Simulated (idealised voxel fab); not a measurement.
process module | voxel self aligned contacts
cross-section cut | 170 nm wide | cells 5 nm
A cross-section is a grid of square cells, given in bands from the top down. A band is one or more rows of cells.
Each band's line starts with the height of the band's top and of its bottom, in nm. Then come its materials from left to right, each with its width in nm. One material with "throughout" fills the band from edge to edge. "air" is empty space.
Height 0 is the level under which the wafer as received is all one material. The lowest band goes on downwards, as in "0 down".
A width such as "30 to 40" changes by the same amount from each row of cells to the next, from the band's top row to its bottom row.
"no change" after a step means that no cell of the cross-section changed.
closed voids: empty space of 8 cells or more with no open way to the top, each as width x height at its distance from the left edge, in nm
after a step's settings: what the simulator itself notes on the step
overlay nm, on a step with a mask: how far to the right of its planned place the mask lay; to the left if negative
plan
1 op RECEIVE | material Si
2 op OXIDIZE | depth nm 5
3 op DIRECTIONAL_DEP | material polySi | thk nm 30
4 op DIRECTIONAL_DEP | material SiN | thk nm 25
5 op DIRECTIONAL_DEP | material aC | thk nm 15
6 op PATTERN | tone cover | mask id GATE | material resist | width nm 30 | pitch nm 75 | thk nm 35 | overlay nm 0
7 op DIRECTIONAL_ETCH | etch materials aC | depth nm 15
8 op STRIP | etch materials resist
9 op DIRECTIONAL_ETCH | etch materials SiN | depth nm 25
10 op DIRECTIONAL_ETCH | etch materials polySi | depth nm 30
11 op STRIP | etch materials aC
12 op CONFORMAL_DEP | material SiN | thk nm 10
13 op DIRECTIONAL_ETCH | etch materials SiN | depth nm 10
14 op FILL_DEP | material SiO2 | thk nm 15
15 op CMP | height nm 60
16 op MASKED_ETCH | tone open | mask id CONTACT | width nm 55 | etch materials SiO2 | depth nm 65 | overlay nm 0
17 op CONFORMAL_DEP | material TiN | thk nm 5
18 op FILL_DEP | material W | thk nm 5
19 op CMP | height nm 60
20 op CONFORMAL_DEP | material SiN | thk nm 5
first wafer, as planned
as received, after step 1
  0 down: Si throughout
  closed voids: none
after step 2
  0 to -5: SiO2 throughout
  below -5: unchanged
after step 3
  30 to 0: polySi throughout
  below 0: unchanged
after step 4
  55 to 30: SiN throughout
  below 30: unchanged
after step 5
  70 to 55: aC throughout
  below 55: unchanged
after step 6
  105 to 70: air 30 | resist 30 | air 45 | resist 30 | air 35
  below 70: unchanged
after step 7
  90 to 70: air 30 | resist 30 | air 45 | resist 30 | air 35
  70 to 55: air 30 | aC 30 | air 45 | aC 30 | air 35
  below 55: unchanged
after step 8
  70 to 55: air 30 | aC 30 | air 45 | aC 30 | air 35
  below 55: unchanged
after step 9
  70 to 55: air 30 | aC 30 | air 45 | aC 30 | air 35
  55 to 30: air 30 | SiN 30 | air 45 | SiN 30 | air 35
  below 30: unchanged
after step 10
  70 to 55: air 30 | aC 30 | air 45 | aC 30 | air 35
  55 to 30: air 30 | SiN 30 | air 45 | SiN 30 | air 35
  30 to 0: air 30 | polySi 30 | air 45 | polySi 30 | air 35
  below 0: unchanged
after step 11
  55 to 30: air 30 | SiN 30 | air 45 | SiN 30 | air 35
  below 30: unchanged
after step 12
  65 to 30: air 20 | SiN 50 | air 25 | SiN 50 | air 25
  30 to 10: air 20 | SiN 10 | polySi 30 | SiN 10 | air 25 | SiN 10 | polySi 30 | SiN 10 | air 25
  10 to 0: SiN 30 | polySi 30 | SiN 45 | polySi 30 | SiN 35
  below 0: unchanged
after step 13
  55 to 30: air 20 | SiN 50 | air 25 | SiN 50 | air 25
  30 to 0: air 20 | SiN 10 | polySi 30 | SiN 10 | air 25 | SiN 10 | polySi 30 | SiN 10 | air 25
  below 0: unchanged
after step 14
  70 to 55: SiO2 throughout
  55 to 30: SiO2 20 | SiN 50 | SiO2 25 | SiN 50 | SiO2 25
  30 to 0: SiO2 20 | SiN 10 | polySi 30 | SiN 10 | SiO2 25 | SiN 10 | polySi 30 | SiN 10 | SiO2 25
  below 0: unchanged
after step 15
  60 to 55: SiO2 throughout
  below 55: unchanged
after step 16
  60 to 55: SiO2 55 | air 55 | SiO2 60
  55 to 30: SiO2 20 | SiN 50 | air 25 | SiN 50 | SiO2 25
  30 to 0: SiO2 20 | SiN 10 | polySi 30 | SiN 10 | air 25 | SiN 10 | polySi 30 | SiN 10 | SiO2 25
  0 to -5: SiO2 70 | air 25 | SiO2 75
  below -5: unchanged
after step 17
  65 to 60: TiN 60 | air 45 | TiN 65
  60 to 55: SiO2 55 | TiN 20 | air 15 | TiN 20 | SiO2 60
  55 to 30: SiO2 20 | SiN 50 | TiN 5 | air 15 | TiN 5 | SiN 50 | SiO2 25
  30 to 0: SiO2 20 | SiN 10 | polySi 30 | SiN 10 | TiN 5 | air 15 | TiN 5 | SiN 10 | polySi 30 | SiN 10 | SiO2 25
  0 to -5: SiO2 70 | TiN 25 | SiO2 75
  below -5: unchanged
after step 18
  70 to 65: W throughout
  65 to 60: TiN 60 | W 45 | TiN 65
  60 to 55: SiO2 55 | TiN 20 | W 15 | TiN 20 | SiO2 60
  55 to 30: SiO2 20 | SiN 50 | TiN 5 | W 15 | TiN 5 | SiN 50 | SiO2 25
  30 to 0: SiO2 20 | SiN 10 | polySi 30 | SiN 10 | TiN 5 | W 15 | TiN 5 | SiN 10 | polySi 30 | SiN 10 | SiO2 25
  below 0: unchanged
after step 19
  60 to 55: SiO2 55 | TiN 20 | W 15 | TiN 20 | SiO2 60
  below 55: unchanged
after step 20
  65 to 60: SiN throughout
  below 60: unchanged
second wafer: like start, like plan, one mistake. Through step 15 it matches the first wafer
when step 16 should have ended
  60 to 55: air 55 | SiO2 55 | air 60
  55 to 30: air 20 | SiN 50 | SiO2 25 | SiN 50 | air 25
  30 to 0: air 20 | SiN 10 | polySi 30 | SiN 10 | SiO2 25 | SiN 10 | polySi 30 | SiN 10 | air 25
  0 to -5: air 20 | SiO2 125 | air 25
  below -5: unchanged
when step 17 should have ended
  65 to 60: air 50 | TiN 65 | air 55
  60 to 55: air 15 | TiN 40 | SiO2 55 | TiN 40 | air 20
  55 to 30: air 15 | TiN 5 | SiN 50 | SiO2 25 | SiN 50 | TiN 5 | air 20
  30 to 0: air 15 | TiN 5 | SiN 10 | polySi 30 | SiN 10 | SiO2 25 | SiN 10 | polySi 30 | SiN 10 | TiN 5 | air 20
  0 to -5: TiN 20 | SiO2 125 | TiN 25
  below -5: unchanged
when step 18 should have ended
  70 to 65: W throughout
  65 to 60: W 50 | TiN 65 | W 55
  60 to 55: W 15 | TiN 40 | SiO2 55 | TiN 40 | W 20
  55 to 30: W 15 | TiN 5 | SiN 50 | SiO2 25 | SiN 50 | TiN 5 | W 20
  30 to 0: W 15 | TiN 5 | SiN 10 | polySi 30 | SiN 10 | SiO2 25 | SiN 10 | polySi 30 | SiN 10 | TiN 5 | W 20
  below 0: unchanged
when step 19 should have ended
  60 to 55: W 15 | TiN 40 | SiO2 55 | TiN 40 | W 20
  below 55: unchanged
when step 20 should have ended
  65 to 60: SiN throughout
  below 60: unchanged
what went wrong: step 16 ran as: op MASKED_ETCH | tone cover | mask id CONTACT | width nm 55 | etch materials SiO2 | depth nm 65 | overlay nm 0
at the end the second wafer has, in cells: 60 fewer of SiO2 | 12 more of TiN | 48 more of W
